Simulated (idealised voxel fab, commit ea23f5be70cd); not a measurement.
process module | voxel plated lines
cross-section cut | 185 nm wide | cells 5 nm
A cross-section is a grid of square cells, given in bands from the top down. A band is one or more rows of cells.
Each band's line starts with the height of the band's top and of its bottom, in nm. Then come its materials from left to right, each with its width in nm. One material with "throughout" fills the band from edge to edge. "air" is empty space.
Height 0 is the level under which the wafer as received is all one material. The lowest band goes on downwards, as in "0 down".
A width such as "30 to 40" changes by the same amount from each row of cells to the next, from the band's top row to its bottom row.
"no change" after a step means that no cell of the cross-section changed.
closed voids: empty space of 8 cells or more with no open way to the top, each as width x height at its distance from the left edge, in nm
after a step's settings: what the simulator itself notes on the step
overlay nm, on a step with a mask: how far to the right of its planned place the mask lay; to the left if negative
plan
1 op RECEIVE | material Si
2 op CONFORMAL_DEP | material Al2O3 | thk nm 15
3 op DIRECTIONAL_DEP | material TiN | thk nm 5
4 op PATTERN | tone open | mask id LINES | material resist | width nm 20 | pitch nm 35 | thk nm 15 | overlay nm 0
5 op EPI | material Ru | thk nm 5
6 op STRIP | etch materials resist
7 op DIRECTIONAL_ETCH | etch materials TiN | depth nm 5
8 op CONFORMAL_DEP | material SiO2 | thk nm 5
varied across the wafers: thk nm of step 8. The plan shows the first wafer's value. All wafers start alike
first wafer as received, after step 1
  0 down: Si throughout
  closed voids: none
first wafer at the end, after step 8
  30 to 25: air 40 | SiO2 30 | air 5 | SiO2 30 | air 5 | SiO2 30 | air 45
  25 to 20: air 40 | SiO2 5 | Ru 20 | SiO2 5 | air 5 | SiO2 5 | Ru 20 | SiO2 5 | air 5 | SiO2 5 | Ru 20 | SiO2 5 | air 45
  20 to 15: SiO2 45 | TiN 20 | SiO2 15 | TiN 20 | SiO2 15 | TiN 20 | SiO2 50
  15 to 0: Al2O3 throughout
  0 down: Si throughout
  closed voids: none
last wafer at the end
  45 to 35: air 25 | SiO2 130 | air 30
  35 to 25: SiO2 throughout
  25 to 20: SiO2 45 | Ru 20 | SiO2 15 | Ru 20 | SiO2 15 | Ru 20 | SiO2 50
  20 to 15: SiO2 45 | TiN 20 | SiO2 15 | TiN 20 | SiO2 15 | TiN 20 | SiO2 50
  15 to 0: Al2O3 throughout
  0 down: Si throughout
  closed voids: none
each wafer at the end: cells of each material gained (+) or lost (-) since it was received, then its closed voids
thk nm 5 | +111 Al2O3 | +12 Ru | +49 SiO2 | +12 TiN | closed voids: none
thk nm 10 | +111 Al2O3 | +12 Ru | +94 SiO2 | +12 TiN | closed voids: none
thk nm 15 | +111 Al2O3 | +12 Ru | +135 SiO2 | +12 TiN | closed voids: none
thk nm 20 | +111 Al2O3 | +12 Ru | +176 SiO2 | +12 TiN | closed voids: none
